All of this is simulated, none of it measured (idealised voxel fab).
process module | voxel self aligned vias
cross-section cut | 185 nm wide | cells 5 nm
A cross-section is a grid of square cells, given in bands from the top down. A band is one or more rows of cells.
Each band's line starts with the height of the band's top and of its bottom, in nm. Then come its materials from left to right, each with its width in nm. One material with "throughout" fills the band from edge to edge. "air" is empty space.
Height 0 is the level under which the wafer as received is all one material. The lowest band goes on downwards, as in "0 down".
A width such as "30 to 40" changes by the same amount from each row of cells to the next, from the band's top row to its bottom row.
"no change" after a step means that no cell of the cross-section changed.
closed voids: empty space of 8 cells or more with no open way to the top, each as width x height at its distance from the left edge, in nm
after a step's settings: what the simulator itself notes on the step
overlay nm, on a step with a mask: how far to the right of its planned place the mask lay; to the left if negative
plan
1 op RECEIVE | material Si
2 op CONFORMAL_DEP | material SiO2 | thk nm 10
3 op CONFORMAL_DEP | material SiCN | thk nm 5
4 op DIRECTIONAL_DEP | material SiO2 | thk nm 30
5 op PATTERN | tone open | mask id LINES | material resist | width nm 20 | pitch nm 55 | thk nm 15 | overlay nm 0
6 op DIRECTIONAL_ETCH | etch materials SiO2 | depth nm 30
7 op STRIP | etch materials resist
8 op CONFORMAL_DEP | material TiN | thk nm 5
9 op FILL_DEP | material Ru | thk nm 10
10 op CMP | height nm 45
11 op SELECTIVE_ETCH | etch materials W Ru TiN | depth nm 5
12 op FILL_DEP | material SiN | thk nm 10
13 op CMP | height nm 45
14 op DIRECTIONAL_DEP | material SiO2 | thk nm 15
15 op PATTERN | tone open | mask id VIAS | material resist | width nm 30 | pitch nm 55 | thk nm 20 | overlay nm 0
16 op DIRECTIONAL_ETCH | etch materials SiO2 | depth nm 15
17 op DIRECTIONAL_ETCH | etch materials SiN | depth nm 5
18 op STRIP | etch materials resist
19 op CONFORMAL_DEP | material TiN | thk nm 5
20 op FILL_DEP | material Cu | thk nm 10
21 op CMP | height nm 60
22 op CONFORMAL_DEP | material SiN | thk nm 5
as received, after step 1
  0 down: Si throughout
  closed voids: none
first wafer at the end, as planned
  65 to 60: SiN throughout
  60 to 50: SiO2 50 | TiN 5 | Cu 20 | TiN 5 | SiO2 25 | TiN 5 | Cu 20 | TiN 5 | SiO2 50
  50 to 45: SiO2 50 | TiN 10 | Cu 10 | TiN 10 | SiO2 25 | TiN 10 | Cu 10 | TiN 10 | SiO2 50
  45 to 40: SiO2 55 | TiN 20 | SiO2 35 | TiN 20 | SiO2 55
  40 to 20: SiO2 55 | TiN 5 | Ru 10 | TiN 5 | SiO2 35 | TiN 5 | Ru 10 | TiN 5 | SiO2 55
  20 to 15: SiO2 55 | TiN 20 | SiO2 35 | TiN 20 | SiO2 55
  15 to 10: SiCN throughout
  10 to 0: SiO2 throughout
  0 down: Si throughout
  closed voids: none
second wafer at the end: like start, like plan, one mistake
  65 to 60: SiN throughout
  60 to 50: SiO2 50 | TiN 5 | Cu 20 | TiN 5 | SiO2 25 | TiN 5 | Cu 20 | TiN 5 | SiO2 50
  50 to 45: SiO2 50 | TiN 10 | Cu 10 | TiN 10 | SiO2 25 | TiN 10 | Cu 10 | TiN 10 | SiO2 50
  45 to 40: SiO2 55 | TiN 20 | SiO2 35 | TiN 20 | SiO2 55
  40 to 20: SiO2 55 | TiN 5 | Ru 10 | TiN 5 | SiO2 35 | TiN 5 | Ru 10 | TiN 5 | SiO2 55
  20 to 15: SiO2 55 | TiN 20 | SiO2 35 | TiN 20 | SiO2 55
  15 to 5: SiO2 throughout
  5 to 0: SiCN throughout
  0 down: Si throughout
  closed voids: none
what went wrong: steps 2 and 3 were swapped
at the end the second wafer has, in cells: as many of each material as the first, in other places
